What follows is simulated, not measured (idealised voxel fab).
process module | voxel wiring stack
cross-section cut | 220 nm wide | cells 5 nm
A cross-section is a grid of square cells, given in bands from the top down. A band is one or more rows of cells.
Each band's line starts with the height of the band's top and of its bottom, in nm. Then come its materials from left to right, each with its width in nm. One material with "throughout" fills the band from edge to edge. "air" is empty space.
Height 0 is the level under which the wafer as received is all one material. The lowest band goes on downwards, as in "0 down".
A width such as "30 to 40" changes by the same amount from each row of cells to the next, from the band's top row to its bottom row.
"no change" after a step means that no cell of the cross-section changed.
closed voids: empty space of 8 cells or more with no open way to the top, each as width x height at its distance from the left edge, in nm
after a step's settings: what the simulator itself notes on the step
overlay nm, on a step with a mask: how far to the right of its planned place the mask lay; to the left if negative
plan
1 op RECEIVE | material Si
2 op CONFORMAL_DEP | material SiO2 | thk nm 15
3 op DIRECTIONAL_DEP | material TiN | thk nm 5
4 op DIRECTIONAL_DEP | material W | thk nm 15
5 op DIRECTIONAL_DEP | material aC | thk nm 10
6 op PATTERN | tone cover | mask id METAL_1 | material resist | width nm 20 | pitch nm 50 | thk nm 25 | overlay nm 0
7 op DIRECTIONAL_ETCH | etch materials aC | depth nm 10
8 op STRIP | etch materials resist
9 op DIRECTIONAL_ETCH | etch materials W | depth nm 15
10 op DIRECTIONAL_ETCH | etch materials TiN | depth nm 5
11 op STRIP | etch materials aC
12 op CONFORMAL_DEP | material SiN | thk nm 5
13 op FILL_DEP | material SiO2 | thk nm 10
14 op CMP | height nm 35
15 op CONFORMAL_DEP | material SiCN | thk nm 5
16 op DIRECTIONAL_DEP | material lowk | thk nm 10
17 op DIRECTIONAL_DEP | material aC | thk nm 15
18 op PATTERN | tone open | mask id PLUG_1 | material resist | width nm 15 | pitch nm 50 | thk nm 30 | overlay nm 0
19 op DIRECTIONAL_ETCH | etch materials aC | depth nm 15
20 op STRIP | etch materials resist
21 op DIRECTIONAL_ETCH | etch materials lowk | depth nm 10
22 op DIRECTIONAL_ETCH | etch materials SiCN | depth nm 5
23 op STRIP | etch materials aC
24 op EPI | material Ru | thk nm 10
25 op EPI | material Ru | thk nm 5
26 op CONFORMAL_DEP | material SiCN | thk nm 5
27 op DIRECTIONAL_DEP | material SiO2 | thk nm 25
28 op MASKED_ETCH | tone open | mask id METAL_2 | width nm 20 | pitch nm 50 | etch materials SiO2 | depth nm 25 | overlay nm 0
29 op MASKED_ETCH | tone open | mask id METAL_2 | width nm 20 | pitch nm 50 | etch materials SiCN | depth nm 5 | overlay nm 0
30 op CONFORMAL_DEP | material TiN | thk nm 5
31 op FILL_DEP | material W | thk nm 10
32 op CMP | height nm 80
33 op CONFORMAL_DEP | material SiCN | thk nm 5
34 op DIRECTIONAL_DEP | material SiO2 | thk nm 10
35 op DIRECTIONAL_DEP | material aC | thk nm 15
36 op PATTERN | tone open | mask id PLUG_2 | material resist | width nm 15 | pitch nm 50 | thk nm 30 | overlay nm 0
37 op DIRECTIONAL_ETCH | etch materials aC | depth nm 15
38 op STRIP | etch materials resist
39 op DIRECTIONAL_ETCH | etch materials SiO2 | depth nm 10
40 op DIRECTIONAL_ETCH | etch materials SiCN | depth nm 5
41 op STRIP | etch materials aC
42 op EPI | material Ru | thk nm 10
43 op EPI | material Ru | thk nm 5
44 op DIRECTIONAL_DEP | material TiN | thk nm 5
45 op DIRECTIONAL_DEP | material Ru | thk nm 20
46 op MASKED_ETCH | tone cover | mask id METAL_3 | width nm 20 | pitch nm 50 | etch materials Ru | depth nm 20 | overlay nm 0
47 op MASKED_ETCH | tone cover | mask id METAL_3 | width nm 20 | pitch nm 50 | etch materials TiN | depth nm 5 | overlay nm 0
48 op CONFORMAL_DEP | material SiCN | thk nm 5
49 op FILL_DEP | material SiO2 | thk nm 10
50 op CMP | height nm 120
51 op CONFORMAL_DEP | material SiN | thk nm 5
as received, after step 1
  0 down: Si throughout
  closed voids: none
first wafer at the end, as planned
  125 to 120: SiN throughout
  120 to 100: SiO2 70 | SiCN 5 | Ru 20 | SiCN 5 | SiO2 20 | SiCN 5 | Ru 20 | SiCN 5 | SiO2 70
  100 to 95: SiCN 75 | TiN 20 | SiCN 30 | TiN 20 | SiCN 75
  95 to 85: SiO2 75 | Ru 15 | SiO2 35 | Ru 15 | SiO2 80
  85 to 80: SiCN 75 | Ru 15 | SiCN 35 | Ru 15 | SiCN 80
  80 to 55: SiO2 75 | TiN 5 | W 10 | TiN 5 | SiO2 30 | TiN 5 | W 10 | TiN 5 | SiO2 75
  55 to 50: SiCN 75 | TiN 20 | SiCN 30 | TiN 20 | SiCN 75
  50 to 40: lowk 75 | Ru 15 | lowk 35 | Ru 15 | lowk 80
  40 to 35: SiCN 75 | Ru 15 | SiCN 35 | Ru 15 | SiCN 80
  35 to 20: SiO2 70 | SiN 5 | W 20 | SiN 5 | SiO2 20 | SiN 5 | W 20 | SiN 5 | SiO2 70
  20 to 15: SiN 75 | TiN 20 | SiN 30 | TiN 20 | SiN 75
  15 to 0: SiO2 throughout
  0 down: Si throughout
  closed voids: none
second wafer at the end: like start, like plan, one mistake
  125 to 120: SiN throughout
  120 to 110: SiO2 70 | SiCN 5 | Ru 20 | SiCN 5 | SiO2 20 | SiCN 5 | Ru 20 | SiCN 5 | SiO2 70
  110 to 105: SiO2 60 | SiCN 15 | TiN 20 | SiCN 10 | SiO2 5 | SiCN 15 | TiN 20 | SiCN 10 | SiO2 65
  105 to 100: SiO2 60 | SiCN 5 | Ru 35 | SiCN 5 | SiO2 5 | SiCN 5 | Ru 35 | SiCN 5 | SiO2 65
  100 to 95: SiCN 65 | Ru 35 | SiCN 15 | Ru 35 | SiCN 70
  95 to 85: SiO2 75 | Ru 15 | SiO2 35 | Ru 15 | SiO2 80
  85 to 80: SiCN 75 | Ru 15 | SiCN 35 | Ru 15 | SiCN 80
  80 to 55: SiO2 75 | TiN 5 | W 10 | TiN 5 | SiO2 30 | TiN 5 | W 10 | TiN 5 | SiO2 75
  55 to 50: SiCN 75 | TiN 20 | SiCN 30 | TiN 20 | SiCN 75
  50 to 40: lowk 75 | Ru 15 | lowk 35 | Ru 15 | lowk 80
  40 to 35: SiCN 75 | Ru 15 | SiCN 35 | Ru 15 | SiCN 80
  35 to 20: SiO2 70 | SiN 5 | W 20 | SiN 5 | SiO2 20 | SiN 5 | W 20 | SiN 5 | SiO2 70
  20 to 15: SiN 75 | TiN 20 | SiN 30 | TiN 20 | SiN 75
  15 to 0: SiO2 throughout
  0 down: Si throughout
  closed voids: none
what went wrong: step 42 was run twice
at the end the second wafer has, in cells: 12 more of Ru | 12 fewer of SiO2
